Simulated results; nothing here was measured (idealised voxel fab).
Presented below is a process module, voxel released beams.
Shown is cross-section cut, with a width of 195 nm and square cells of size 5 nm.
Think of the cross-section as a grid of square cells. We describe it in bands, top to bottom, and each band covers one or more rows of those cells. Heights first: top, then bottom, in nm. Then materials, left to right, each with a width in nm. "edge to edge" on a single material: fills the band edge to edge. "air": empty space. For the purposes of this specification, 0 denotes the height below which the wafer in its as-received condition is composed wholly of one material, and the lowermost band, lacking a lower limit, extends downward without end, as expressed in "0 nm and below". You'd read "30->40" like this: the band's top row of cells is as wide as the first number, its bottom row is as wide as the second, and going down, every row changes width by the same amount as the row before did. The cross-section has no changed cell in any step marked "everything unchanged". Empty spaces without an open route to the top, at least 8 cells in extent, make up the entry "Trapped cavities"; each is given as width x height at distance, where the distance is measured from the left edge, and all are in nm. That trailing text on a step's line, after the settings, is the simulator's own remark on the step. Each step line may optionally specify "overlay nm", which for a step with a mask gives the rightward distance between the mask's planned place and where it lay, a negative value indicating the leftward direction.

plan:
| 1 | RECEIVE [material Si] |
| 2 | CONFORMAL_DEP [material SiN] [thk nm 10] |
| 3 | DIRECTIONAL_DEP [material SiO2] [thk nm 10] |
| 4 | DIRECTIONAL_DEP [material aC] [thk nm 10] |
| 5 | PATTERN [tone open] [mask id ANCHOR] [material resist] [width nm 45] [thk nm 25] [overlay nm 0] |
| 6 | DIRECTIONAL_ETCH [etch materials aC] [depth nm 10] |
| 7 | STRIP [etch materials resist] |
| 8 | DIRECTIONAL_ETCH [etch materials SiO2] [depth nm 10] |
| 9 | STRIP [etch materials aC] |
| 10 | CONFORMAL_DEP [material polySi] [thk nm 15] |
| 11 | DIRECTIONAL_DEP [material aC] [thk nm 5] |
| 12 | PATTERN [tone cover] [mask id BEAM] [material resist] [width nm 100] [thk nm 30] [overlay nm 0] |
| 13 | DIRECTIONAL_ETCH [etch materials aC] [depth nm 15] |
| 14 | STRIP [etch materials resist] |
| 15 | DIRECTIONAL_ETCH [etch materials polySi] [depth nm 15] |
| 16 | STRIP [etch materials aC] |
| 17 | STRIP [etch materials SiO2] |
The thk nm used in step 11 is not the same on every wafer, whereas the starting condition is; the value printed in the plan is the first wafer's.

The first of several wafers in cross-section, exactly as it reached us after step 1:
> 0 nm and below: Si edge to edge
> Trapped cavities: none

Quick key for the table: a row per wafer, taken at the end of the module. For each material it tells you how many cells the wafer gained (+) or lost (-) since it came in, and the closed voids come after:
thk nm 5 | +78 SiN | +72 polySi | Trapped cavities: none
thk nm 10 | +78 SiN | +72 polySi | Trapped cavities: none
thk nm 15 | +78 SiN | +72 polySi | Trapped cavities: none
thk nm 20 | +78 SiN | +60 SiO2 | +129 polySi | Trapped cavities: none
thk nm 25 | +78 SiN | +60 SiO2 | +129 polySi | Trapped cavities: none
thk nm 30 | +78 SiN | +60 SiO2 | +129 polySi | Trapped cavities: none
